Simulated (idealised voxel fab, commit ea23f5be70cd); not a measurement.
Process module name: voxel plated lines
For reference, the cross-section in this document is cut, with width 245 nm and square cells of 5 nm.
Each cross-section below is a grid of square cells, stated as bands in top-down order, with one or more rows of cells making up each band. First you get the band's top height and its bottom height, in nm, and then the materials it's made of, left to right, with each width in nm. If you see a single material with "edge to edge", that one covers the band edge to edge. "air" is empty space. Heights are measured from 0, the level below which the as-received wafer is all one material; the lowest band has no bottom and continues downward, written as in "0..down". Top row gets the first number, bottom row gets the second, and each row in between changes by the same step: that is how a band width like "30->40" works. It should be understood that the words "changes: none", when stated for a given step, signify that the cross-section underwent no change in any of its cells during that step. This entry, "Closed void register", enumerates those empty regions of no fewer than 8 cells that possess no open connection to the top. Each region is reported in the form width x height at distance, the distance being taken from the left edge, with all three quantities expressed in nm. Step line, after settings: the simulator's comment on this step. Regarding "overlay nm": on a step with a mask, it is the distance the mask lay to the right of its planned place; a negative value places it to the left.

-- Below is the list of planned process steps
1: RECEIVE (material Si)
2: CONFORMAL_DEP (material SiN; thk nm 15)
3: DIRECTIONAL_DEP (material TiN; thk nm 5)
4: PATTERN (tone open; mask id LINES; material resist; width nm 20; pitch nm 45; thk nm 15; overlay nm 0)
5: EPI (material Ru; thk nm 10)
6: STRIP (etch materials resist)
7: DIRECTIONAL_ETCH (etch materials TiN; depth nm 5)
8: CONFORMAL_DEP (material SiO2; thk nm 5)

-- Cross-section of the wafer as it came to us, i.e., already through step 1
0..down = Si edge to edge
Closed void register: none

-- The first of two wafers, cross-sectioned at the end of the module, with the run proceeding as planned
35..30 = air (40), then SiO2 (30), then air (15), then SiO2 (30), then air (15), then SiO2 (30), then air (15), then SiO2 (30), then air (40)
30..20 = air (40), then SiO2 (5), then Ru (20), then SiO2 (5), then air (15), then SiO2 (5), then Ru (20), then SiO2 (5), then air (15), then SiO2 (5), then Ru (20), then SiO2 (5), then air (15), then SiO2 (5), then Ru (20), then SiO2 (5), then air (40)
20..15 = SiO2 (45), then TiN (20), then SiO2 (25), then TiN (20), then SiO2 (25), then TiN (20), then SiO2 (25), then TiN (20), then SiO2 (45)
15..0 = SiN edge to edge
0..down = Si edge to edge
Closed void register: none

-- The second wafer, shown in cross-section after the module: started the same way as the first and given the same plan, yet one mistake crept into how it was run
35..30 = SiO2 (50), then air (10), then SiO2 (35), then air (10), then SiO2 (35), then air (10), then SiO2 (35), then air (10), then SiO2 (50)
30..20 = Ru (45), then SiO2 (5), then air (10), then SiO2 (5), then Ru (25), then SiO2 (5), then air (10), then SiO2 (5), then Ru (25), then SiO2 (5), then air (10), then SiO2 (5), then Ru (25), then SiO2 (5), then air (10), then SiO2 (5), then Ru (45)
20..15 = TiN (45), then SiO2 (20), then TiN (25), then SiO2 (20), then TiN (25), then SiO2 (20), then TiN (25), then SiO2 (20), then TiN (45)
15..0 = SiN edge to edge
0..down = Si edge to edge
Closed void register: none
What was done differently from what was planned? rather than as planned, step 4 actually ran as PATTERN (tone cover; mask id LINES; material resist; width nm 20; pitch nm 45; thk nm 15; overlay nm 0)
Cell-count delta at end, second wafer over first, by material: 34 more of Ru | 17 more of TiN
